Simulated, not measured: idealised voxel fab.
process module | voxel transistor to metal
cross-section cut | 160 nm wide | cells 5 nm
A cross-section is a grid of square cells, given in bands from the top down. A band is one or more rows of cells.
Each band's line starts with the height of the band's top and of its bottom, in nm. Then come its materials from left to right, each with its width in nm. One material with "throughout" fills the band from edge to edge. "air" is empty space.
Height 0 is the level under which the wafer as received is all one material. The lowest band goes on downwards, as in "0 down".
A width such as "30 to 40" changes by the same amount from each row of cells to the next, from the band's top row to its bottom row.
"no change" after a step means that no cell of the cross-section changed.
closed voids: empty space of 8 cells or more with no open way to the top, each as width x height at its distance from the left edge, in nm
after a step's settings: what the simulator itself notes on the step
overlay nm, on a step with a mask: how far to the right of its planned place the mask lay; to the left if negative
plan
1 op RECEIVE | material Si
2 op OXIDIZE | depth nm 5
3 op CONFORMAL_DEP | material SiN | thk nm 10
4 op DIRECTIONAL_DEP | material aC | thk nm 10
5 op PATTERN | tone cover | mask id ACTIVE | material resist | width nm 120 | thk nm 25 | overlay nm 0
6 op DIRECTIONAL_ETCH | etch materials aC | depth nm 10
7 op STRIP | etch materials resist
8 op DIRECTIONAL_ETCH | etch materials SiN | depth nm 10
9 op DIRECTIONAL_ETCH | etch materials SiO2 | depth nm 5
10 op DIRECTIONAL_ETCH | etch materials Si | depth nm 20
11 op STRIP | etch materials aC
12 op OXIDIZE | depth nm 5
13 op FILL_DEP | material SiO2 | thk nm 5
14 op CMP | height nm 10
15 op SELECTIVE_ETCH | etch materials SiO2 | depth nm 5
16 op STRIP | etch materials SiN
17 op SELECTIVE_ETCH | etch materials SiO2 | depth nm 5
18 op OXIDIZE | depth nm 5
19 op DIRECTIONAL_DEP | material polySi | thk nm 30
20 op DIRECTIONAL_DEP | material SiCN | thk nm 10
21 op PATTERN | tone cover | mask id GATE | material resist | width nm 20 | thk nm 15 | overlay nm 0
22 op DIRECTIONAL_ETCH | etch materials SiCN | depth nm 20
23 op DIRECTIONAL_ETCH | etch materials polySi | depth nm 40
24 op STRIP | etch materials resist
25 op CONFORMAL_DEP | material SiN | thk nm 10
26 op DIRECTIONAL_ETCH | etch materials SiN | depth nm 10
27 op DIRECTIONAL_ETCH | etch materials SiO2 | depth nm 5
28 op EPI | material nSi | thk nm 5
29 op FILL_DEP | material SiO2 | thk nm 5
30 op CMP | height nm 35
31 op DIRECTIONAL_DEP | material SiO2 | thk nm 15
32 op MASKED_ETCH | tone open | mask id CONTACT | width nm 35 | pitch nm 65 | etch materials SiO2 | depth nm 55 | overlay nm 0
33 op CONFORMAL_DEP | material TiN | thk nm 5
34 op FILL_DEP | material Ru | thk nm 10
35 op CMP | height nm 50
36 op CONFORMAL_DEP | material SiN | thk nm 5
37 op DIRECTIONAL_DEP | material SiO2 | thk nm 25
38 op DIRECTIONAL_DEP | material aC | thk nm 15
39 op PATTERN | tone open | mask id METAL_1 | material resist | width nm 20 | pitch nm 80 | thk nm 30 | overlay nm 0
40 op DIRECTIONAL_ETCH | etch materials aC | depth nm 15
41 op STRIP | etch materials resist
42 op DIRECTIONAL_ETCH | etch materials SiO2 | depth nm 25
43 op DIRECTIONAL_ETCH | etch materials SiN | depth nm 5
44 op STRIP | etch materials aC
45 op CONFORMAL_DEP | material TiN | thk nm 5
46 op FILL_DEP | material W | thk nm 5
47 op CMP | height nm 80
48 op CONFORMAL_DEP | material SiN | thk nm 5
as received, after step 1
  0 down: Si throughout
  closed voids: none
a wafer at the end: this start, this plan, one mistake
  85 to 80: SiN throughout
  80 to 55: SiO2 30 | TiN 5 | W 10 | TiN 5 | SiO2 60 | TiN 5 | W 10 | TiN 5 | SiO2 30
  55 to 50: SiN 30 | TiN 20 | SiN 60 | TiN 20 | SiN 30
  50 to 40: SiO2 30 | TiN 5 | Ru 25 | TiN 5 | SiO2 30 | TiN 5 | Ru 25 | TiN 5 | SiO2 30
  40 to 35: SiO2 30 | TiN 5 | Ru 20 | TiN 10 | SiO2 30 | TiN 10 | Ru 20 | TiN 5 | SiO2 30
  35 to 25: SiO2 30 | TiN 5 | Ru 20 | TiN 5 | SiN 10 | SiCN 20 | SiN 10 | TiN 5 | Ru 20 | TiN 5 | SiO2 30
  25 to 0: SiO2 30 | TiN 5 | Ru 20 | TiN 5 | SiN 10 | polySi 20 | SiN 10 | TiN 5 | Ru 20 | TiN 5 | SiO2 30
  0 to -5: SiO2 15 | SiN 10 | SiO2 5 | TiN 30 | SiN 10 | polySi 20 | SiN 10 | TiN 30 | SiO2 5 | SiN 10 | SiO2 15
  -5 to -10: SiO2 30 | nSi 30 | SiO2 40 | nSi 30 | SiO2 30
  -10 to -40: SiO2 35 | Si 90 | SiO2 35
  -40 down: Si throughout
  closed voids: none
what went wrong: step 12 ran as: op OXIDIZE | depth nm 15
